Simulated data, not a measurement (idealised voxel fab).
Proc. module: voxel wiring stack
FYI the section here is cut, 260 nm wide, cells are 5 nm squares.
Throughout this document, each cross-section is represented as a grid of square cells and is presented as a sequence of bands enumerated from the top downward, where a band comprises one or more rows of cells. What a band's entry tells you: where the top is and where the bottom is, as heights in nm, and after that what lies inside, material by material from left to right, each with its width in nm. Empty space is written as the word "air", and a single material marked with the word "full width" occupies the band from edge to edge. We count height from 0. Below that, the starting wafer is all one material. The lowest band never ends at the bottom but goes on down; see "from 0 down" for how that is written. Per-row width for "30->40": begins at first number (top row of band), ends at second number (bottom row), increment between rows held constant. Where a step carries "identical to before", the cross-section came out of it unchanged, cell for cell. "Closed-off voids" contains a list of empty spaces, each no smaller than 8 cells and without an open way to the top, written in the form width x height at distance with the distance from the left edge and all three in nm. The remark found on a step's line after its settings is issued by the simulator itself and pertains to that step. For masked steps, "overlay nm" on the step line gives how far right of plan the mask actually lay; a minus sign means it lay to the left.
Planned step list for the process:
1) RECEIVE | material Si
2) CONFORMAL_DEP | material SiO2 | thk nm 15
3) DIRECTIONAL_DEP | material TiN | thk nm 5
4) DIRECTIONAL_DEP | material Ru | thk nm 25
5) PATTERN | tone cover | mask id METAL_1 | material resist | width nm 20 | pitch nm 50 | thk nm 20 | overlay nm 0
6) DIRECTIONAL_ETCH | etch materials Ru | depth nm 25
7) DIRECTIONAL_ETCH | etch materials TiN | depth nm 5
8) STRIP | etch materials resist
9) FILL_DEP | material lowk | thk nm 10
10) CMP | height nm 45
11) CONFORMAL_DEP | material SiCN | thk nm 5
12) DIRECTIONAL_DEP | material lowk | thk nm 25
13) DIRECTIONAL_DEP | material aC | thk nm 15
14) PATTERN | tone open | mask id METAL_2_HOLES | material resist | width nm 15 | thk nm 35 | overlay nm 0
15) DIRECTIONAL_ETCH | etch materials aC | depth nm 15
16) STRIP | etch materials resist
17) DIRECTIONAL_ETCH | etch materials lowk | depth nm 25
18) STRIP | etch materials aC
19) PATTERN | tone open | mask id METAL_2 | material resist | width nm 20 | pitch nm 50 | thk nm 15 | overlay nm 0
20) DIRECTIONAL_ETCH | etch materials lowk | depth nm 15
21) DIRECTIONAL_ETCH | etch materials SiCN | depth nm 5
22) STRIP | etch materials resist
23) CONFORMAL_DEP | material TiN | thk nm 5
24) FILL_DEP | material Cu | thk nm 5
25) CMP | height nm 75
26) CONFORMAL_DEP | material SiCN | thk nm 5
27) DIRECTIONAL_DEP | material SiO2 | thk nm 30
28) DIRECTIONAL_DEP | material aC | thk nm 15
29) PATTERN | tone open | mask id METAL_3_HOLES | material resist | width nm 15 | thk nm 35 | overlay nm 0
30) DIRECTIONAL_ETCH | etch materials aC | depth nm 15
31) STRIP | etch materials resist
32) DIRECTIONAL_ETCH | etch materials SiO2 | depth nm 30
33) STRIP | etch materials aC
34) DIRECTIONAL_DEP | material aC | thk nm 10
35) PATTERN | tone open | mask id METAL_3 | material resist | width nm 20 | pitch nm 50 | thk nm 30 | overlay nm 0
36) DIRECTIONAL_ETCH | etch materials aC | depth nm 10
37) STRIP | etch materials resist
38) DIRECTIONAL_ETCH | etch materials SiO2 | depth nm 15
39) DIRECTIONAL_ETCH | etch materials SiCN | depth nm 5
40) STRIP | etch materials aC
41) CONFORMAL_DEP | material TiN | thk nm 5
42) FILL_DEP | material Cu | thk nm 10
43) CMP | height nm 110
44) CONFORMAL_DEP | material SiCN | thk nm 5
45) DIRECTIONAL_DEP | material lowk | thk nm 15
46) MASKED_ETCH | tone open | mask id PLUG_3 | width nm 15 | etch materials lowk | depth nm 15 | overlay nm 0
47) MASKED_ETCH | tone open | mask id PLUG_3 | width nm 15 | etch materials SiCN | depth nm 5 | overlay nm 0
48) EPI | material Ru | thk nm 10
49) EPI | material Ru | thk nm 10
50) DIRECTIONAL_DEP | material TiN | thk nm 5
51) DIRECTIONAL_DEP | material Ru | thk nm 15
52) DIRECTIONAL_DEP | material aC | thk nm 15
53) PATTERN | tone cover | mask id METAL_4 | material resist | width nm 20 | pitch nm 50 | thk nm 35 | overlay nm -15
54) DIRECTIONAL_ETCH | etch materials aC | depth nm 15
55) STRIP | etch materials resist
56) DIRECTIONAL_ETCH | etch materials Ru | depth nm 15
57) DIRECTIONAL_ETCH | etch materials TiN | depth nm 5
58) STRIP | etch materials aC
59) FILL_DEP | material lowk | thk nm 5
60) CMP | height nm 150
61) CONFORMAL_DEP | material SiN | thk nm 5
Every wafer here starts from the same state; it is the step 53 overlay nm that distinguishes them, and the value the plan gives belongs to the first wafer.
As received, i.e. after step 1: cross-section through the first of several wafers:
    from 0 down  Si full width
    Closed-off voids: none
Heads up, this table goes wafer by wafer. A row tells you, at the end of the module, how many cells of each material that wafer has put on (+) or dropped (-) since it was received, and then its closed voids:
overlay nm -15 | +23 Cu | +76 Ru | +147 SiCN | +52 SiN | +435 SiO2 | +62 TiN | +817 lowk | Closed-off voids: none
overlay nm -10 | +23 Cu | +76 Ru | +147 SiCN | +52 SiN | +435 SiO2 | +62 TiN | +817 lowk | Closed-off voids: none
overlay nm -5 | +23 Cu | +76 Ru | +147 SiCN | +52 SiN | +435 SiO2 | +62 TiN | +817 lowk | Closed-off voids: none
overlay nm 0 | +23 Cu | +76 Ru | +147 SiCN | +52 SiN | +435 SiO2 | +62 TiN | +817 lowk | Closed-off voids: none
overlay nm 5 | +23 Cu | +76 Ru | +147 SiCN | +52 SiN | +435 SiO2 | +62 TiN | +817 lowk | Closed-off voids: none
overlay nm 10 | +23 Cu | +76 Ru | +147 SiCN | +52 SiN | +435 SiO2 | +62 TiN | +817 lowk | Closed-off voids: none
overlay nm 15 | +23 Cu | +76 Ru | +147 SiCN | +52 SiN | +435 SiO2 | +62 TiN | +817 lowk | Closed-off voids: none
